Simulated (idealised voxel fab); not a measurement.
process module | voxel ribs on slabs
cross-section cut | 175 nm wide | cells 5 nm
A cross-section is a grid of square cells, given in bands from the top down. A band is one or more rows of cells.
Each band's line starts with the height of the band's top and of its bottom, in nm. Then come its materials from left to right, each with its width in nm. One material with "throughout" fills the band from edge to edge. "air" is empty space.
Height 0 is the level under which the wafer as received is all one material. The lowest band goes on downwards, as in "0 down".
A width such as "30 to 40" changes by the same amount from each row of cells to the next, from the band's top row to its bottom row.
"no change" after a step means that no cell of the cross-section changed.
closed voids: empty space of 8 cells or more with no open way to the top, each as width x height at its distance from the left edge, in nm
after a step's settings: what the simulator itself notes on the step
overlay nm, on a step with a mask: how far to the right of its planned place the mask lay; to the left if negative
plan
1 op RECEIVE | material Si
2 op DIRECTIONAL_DEP | material SiO2 | thk nm 30
3 op DIRECTIONAL_DEP | material SiN | thk nm 20
4 op MASKED_ETCH | tone cover | mask id RIB | width nm 25 | etch materials SiN | depth nm 5 | overlay nm 0
5 op PATTERN | tone cover | mask id SLAB | material resist | width nm 85 | thk nm 15 | overlay nm 0
6 op DIRECTIONAL_ETCH | etch materials SiN | depth nm 15
7 op STRIP | etch materials resist
8 op FILL_DEP | material SiO2 | thk nm 20
9 op CMP | height nm 60
10 op DIRECTIONAL_DEP | material W | thk nm 5
11 op DIRECTIONAL_DEP | material aC | thk nm 10
12 op PATTERN | tone cover | mask id HEATER | material resist | width nm 35 | thk nm 30 | overlay nm 0
13 op DIRECTIONAL_ETCH | etch materials aC | depth nm 10
14 op STRIP | etch materials resist
15 op DIRECTIONAL_ETCH | etch materials W | depth nm 5
16 op STRIP | etch materials aC
17 op CONFORMAL_DEP | material SiN | thk nm 5
first wafer, as planned
as received, after step 1
  0 down: Si throughout
  closed voids: none
after step 2
  30 to 0: SiO2 throughout
  below 0: unchanged
after step 3
  50 to 30: SiN throughout
  below 30: unchanged
after step 4
  50 to 45: air 75 | SiN 25 | air 75
  below 45: unchanged
after step 5
  65 to 50: air 45 | resist 85 | air 45
  50 to 45: air 45 | resist 30 | SiN 25 | resist 30 | air 45
  below 45: unchanged
after step 6
  65 to 50: air 45 | resist 85 | air 45
  50 to 45: air 45 | resist 30 | SiN 25 | resist 30 | air 45
  45 to 30: air 45 | SiN 85 | air 45
  below 30: unchanged
after step 7
  50 to 45: air 75 | SiN 25 | air 75
  below 45: unchanged
after step 8
  70 to 50: SiO2 throughout
  50 to 45: SiO2 75 | SiN 25 | SiO2 75
  45 to 30: SiO2 45 | SiN 85 | SiO2 45
  below 30: unchanged
after step 9
  60 to 50: SiO2 throughout
  below 50: unchanged
after step 10
  65 to 60: W throughout
  below 60: unchanged
after step 11
  75 to 65: aC throughout
  below 65: unchanged
after step 12
  105 to 75: air 70 | resist 35 | air 70
  below 75: unchanged
after step 13
  95 to 75: air 70 | resist 35 | air 70
  75 to 65: air 70 | aC 35 | air 70
  below 65: unchanged
after step 14
  75 to 65: air 70 | aC 35 | air 70
  below 65: unchanged
after step 15
  75 to 65: air 70 | aC 35 | air 70
  65 to 60: air 70 | W 35 | air 70
  below 60: unchanged
after step 16
  65 to 60: air 70 | W 35 | air 70
  below 60: unchanged
after step 17
  70 to 65: air 65 | SiN 45 | air 65
  65 to 60: SiN 70 | W 35 | SiN 70
  below 60: unchanged
second wafer: like start, like plan, one mistake. Through step 3 it matches the first wafer
when step 4 should have ended
  50 to 35: air 75 | SiN 25 | air 75
  below 35: unchanged
when step 5 should have ended
  65 to 50: air 45 | resist 85 | air 45
  50 to 35: air 45 | resist 30 | SiN 25 | resist 30 | air 45
  below 35: unchanged
when step 6 should have ended
  65 to 50: air 45 | resist 85 | air 45
  50 to 35: air 45 | resist 30 | SiN 25 | resist 30 | air 45
  35 to 30: air 45 | SiN 85 | air 45
  below 30: unchanged
when step 7 should have ended
  50 to 35: air 75 | SiN 25 | air 75
  below 35: unchanged
when step 8 should have ended
  70 to 50: SiO2 throughout
  50 to 35: SiO2 75 | SiN 25 | SiO2 75
  35 to 30: SiO2 45 | SiN 85 | SiO2 45
  below 30: unchanged
when step 9 should have ended
  60 to 50: SiO2 throughout
  below 50: unchanged
when step 10 should have ended
  65 to 60: W throughout
  below 60: unchanged
when step 11 should have ended
  75 to 65: aC throughout
  below 65: unchanged
when step 12 should have ended
  105 to 75: air 70 | resist 35 | air 70
  below 75: unchanged
when step 13 should have ended
  95 to 75: air 70 | resist 35 | air 70
  75 to 65: air 70 | aC 35 | air 70
  below 65: unchanged
when step 14 should have ended
  75 to 65: air 70 | aC 35 | air 70
  below 65: unchanged
when step 15 should have ended
  75 to 65: air 70 | aC 35 | air 70
  65 to 60: air 70 | W 35 | air 70
  below 60: unchanged
when step 16 should have ended
  65 to 60: air 70 | W 35 | air 70
  below 60: unchanged
when step 17 should have ended
  70 to 65: air 65 | SiN 45 | air 65
  65 to 60: SiN 70 | W 35 | SiN 70
  below 60: unchanged
what went wrong: step 4 ran as: op MASKED_ETCH | tone cover | mask id RIB | width nm 25 | etch materials SiN | depth nm 15 | overlay nm 0
at the end the second wafer has, in cells: 24 fewer of SiN | 24 more of SiO2
